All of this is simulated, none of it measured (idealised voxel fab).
This section sets out a process module, namely voxel air gaps.
This is section cut - it's 175 nm across, gridded in 5 nm square cells.
Throughout this document, each cross-section is represented as a grid of square cells and is presented as a sequence of bands enumerated from the top downward, where a band comprises one or more rows of cells.
The entry gives the band's vertical extent as a top height and a bottom height in nm, then its horizontal make-up as materials from left to right, each with a width in nm. "air" stands for empty space; a single material marked "all across" fills the band edge to edge.
Zero point of the height axis is 0; under it, received wafer = one material. Lowest band: continues down indefinitely, "from 0 down".
With a width like "30->40", each row of cells in the band differs from the next by the same amount, the top row carrying the first number and the bottom row the second.
Any step labelled "no change" changed none of the cells in the cross-section.
"Enclosed internal cavities" - sealed voids, min. 8 cells, no opening to top; format: width x height at distance (distance from left edge; nm throughout).
On each step's line, the part that comes after the settings is the simulator's own comment on the step.
A step's line can hold "overlay nm"; with a mask on that step, the setting says how far right of the planned place the mask lay, while a negative setting says it lay to the left.
[The process steps that were planned are listed below]
- 1: RECEIVE (material Si)
- 2: CONFORMAL_DEP (material SiO2; thk nm 15)
- 3: CONFORMAL_DEP (material SiN; thk nm 5)
- 4: DIRECTIONAL_DEP (material SiO2; thk nm 30)
- 5: MASKED_ETCH (tone open; mask id LINES; width nm 15; pitch nm 40; etch materials SiO2; depth nm 30; overlay nm 0)
- 6: CONFORMAL_DEP (material TiN; thk nm 5)
- 7: FILL_DEP (material W; thk nm 10)
- 8: CMP (height nm 50)
- 9: EPI (material Ru; thk nm 10)
- 10: SELECTIVE_ETCH (etch materials SiO2; depth nm 40)
- 11: CONFORMAL_DEP (material SiN; thk nm 5)
[As-received wafer cross-section (after step 1)]
	from 0 down = Si all across
	Enclosed internal cavities: none
[Cross-section at module end, one run error; start and plan unchanged from above]
	from 65 to 60 = SiN all across
	from 60 to 50 = Ru all across
	from 50 to 25 = 15 of W, 5 of TiN, 15 of SiO2, 5 of TiN, 15 of W, 5 of TiN, 15 of SiO2, 5 of TiN, 15 of W, 5 of TiN, 15 of SiO2, 5 of TiN, 15 of W, 5 of TiN, 15 of SiO2, 5 of TiN, 15 of W
	from 25 to 20 = 20 of TiN, 15 of SiO2, 25 of TiN, 15 of SiO2, 25 of TiN, 15 of SiO2, 25 of TiN, 15 of SiO2, 20 of TiN
	from 20 to 15 = SiN all across
	from 15 to 0 = SiO2 all across
	from 0 down = Si all across
	Enclosed internal cavities: none
Where did the run depart from the plan? heads up, step 5 didn't go per plan, it actually ran as MASKED_ETCH (tone cover; mask id LINES; width nm 15; pitch nm 40; etch materials SiO2; depth nm 30; overlay nm 0)
